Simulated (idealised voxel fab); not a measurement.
process module | voxel transistor to metal
cross-section cut | 150 nm wide | cells 5 nm
A cross-section is a grid of square cells, given in bands from the top down. A band is one or more rows of cells.
Each band's line starts with the height of the band's top and of its bottom, in nm. Then come its materials from left to right, each with its width in nm. One material with "throughout" fills the band from edge to edge. "air" is empty space.
Height 0 is the level under which the wafer as received is all one material. The lowest band goes on downwards, as in "0 down".
A width such as "30 to 40" changes by the same amount from each row of cells to the next, from the band's top row to its bottom row.
"no change" after a step means that no cell of the cross-section changed.
closed voids: empty space of 8 cells or more with no open way to the top, each as width x height at its distance from the left edge, in nm
after a step's settings: what the simulator itself notes on the step
overlay nm, on a step with a mask: how far to the right of its planned place the mask lay; to the left if negative
plan
1 op RECEIVE | material Si
2 op OXIDIZE | depth nm 5
3 op CONFORMAL_DEP | material SiN | thk nm 10
4 op MASKED_ETCH | tone cover | mask id ACTIVE | width nm 95 | etch materials SiN | depth nm 10 | overlay nm 0
5 op MASKED_ETCH | tone cover | mask id ACTIVE | width nm 95 | etch materials SiO2 | depth nm 5 | overlay nm 0
6 op MASKED_ETCH | tone cover | mask id ACTIVE | width nm 95 | etch materials Si | depth nm 25 | overlay nm 0
7 op FILL_DEP | material SiO2 | thk nm 15
8 op CMP | height nm 10
9 op SELECTIVE_ETCH | etch materials SiO2 | depth nm 10
10 op STRIP | etch materials SiN
11 op SELECTIVE_ETCH | etch materials SiO2 | depth nm 5
12 op OXIDIZE | depth nm 5
13 op DIRECTIONAL_DEP | material polySi | thk nm 25
14 op DIRECTIONAL_DEP | material SiCN | thk nm 15
15 op PATTERN | tone cover | mask id GATE | material resist | width nm 25 | thk nm 20 | overlay nm 0
16 op DIRECTIONAL_ETCH | etch materials SiCN | depth nm 25
17 op DIRECTIONAL_ETCH | etch materials polySi | depth nm 35
18 op STRIP | etch materials resist
19 op CONFORMAL_DEP | material SiO2 | thk nm 5
20 op DIRECTIONAL_ETCH | etch materials SiO2 | depth nm 5
21 op CONFORMAL_DEP | material SiN | thk nm 5
22 op DIRECTIONAL_ETCH | etch materials SiN | depth nm 5
23 op DIRECTIONAL_ETCH | etch materials SiO2 | depth nm 5
24 op DIRECTIONAL_ETCH | etch materials Si | depth nm 10
25 op EPI | material SiGe | thk nm 10
26 op FILL_DEP | material SiO2 | thk nm 10
27 op CMP | height nm 35
28 op DIRECTIONAL_DEP | material SiO2 | thk nm 10
29 op MASKED_ETCH | tone open | mask id CONTACT | width nm 25 | pitch nm 60 | etch materials SiO2 | depth nm 55 | overlay nm 0
30 op CONFORMAL_DEP | material TiN | thk nm 5
31 op FILL_DEP | material Ru | thk nm 5
32 op CMP | height nm 45
33 op DIRECTIONAL_DEP | material TiN | thk nm 5
34 op DIRECTIONAL_DEP | material Ru | thk nm 20
35 op PATTERN | tone cover | mask id METAL_1 | material resist | width nm 15 | pitch nm 70 | thk nm 20 | overlay nm 0
36 op DIRECTIONAL_ETCH | etch materials Ru | depth nm 20
37 op DIRECTIONAL_ETCH | etch materials TiN | depth nm 5
38 op STRIP | etch materials resist
39 op CONFORMAL_DEP | material SiN | thk nm 5
40 op FILL_DEP | material SiO2 | thk nm 5
41 op CMP | height nm 70
42 op CONFORMAL_DEP | material SiN | thk nm 5
as received, after step 1
  0 down: Si throughout
  closed voids: none
a wafer at the end: this start, this plan, one mistake
  75 to 70: SiN throughout
  70 to 50: SiO2 25 | SiN 5 | Ru 15 | SiN 5 | SiO2 45 | SiN 5 | Ru 15 | SiN 5 | SiO2 30
  50 to 45: SiN 30 | TiN 15 | SiN 55 | TiN 15 | SiN 35
  45 to 35: SiO2 30 | TiN 5 | Ru 15 to 10 | TiN 5 to 10 | SiO2 35 | TiN 5 to 10 | Ru 15 to 10 | TiN 5 | SiO2 35
  35 to 20: SiO2 30 | TiN 5 | Ru 10 | TiN 5 | SiN 5 | SiO2 5 | SiCN 25 | SiO2 5 | SiN 5 | TiN 5 | Ru 10 | TiN 5 | SiO2 35
  20 to 5: SiO2 30 | TiN 5 | Ru 10 | TiN 5 | SiN 5 | SiO2 5 | polySi 25 | SiO2 5 | SiN 5 | TiN 5 | Ru 10 | TiN 5 | SiO2 35
  5 to 0: SiO2 30 | TiN 20 | SiN 5 | SiO2 5 | polySi 25 | SiO2 5 | SiN 5 | TiN 20 | SiO2 35
  0 to -5: SiO2 30 | TiN 10 | SiGe 10 | SiN 5 | SiO2 5 | polySi 25 | SiO2 5 | SiN 5 | SiGe 10 | TiN 10 | SiO2 35
  -5 to -10: SiO2 30 | TiN 10 | SiGe 10 | SiO2 45 | SiGe 10 | TiN 10 | SiO2 35
  -10 to -20: SiO2 25 | SiGe 25 | Si 45 | SiGe 25 | SiO2 30
  -20 to -55: SiO2 25 | Si 95 | SiO2 30
  -55 down: Si throughout
  closed voids: none
what went wrong: step 6 was run twice
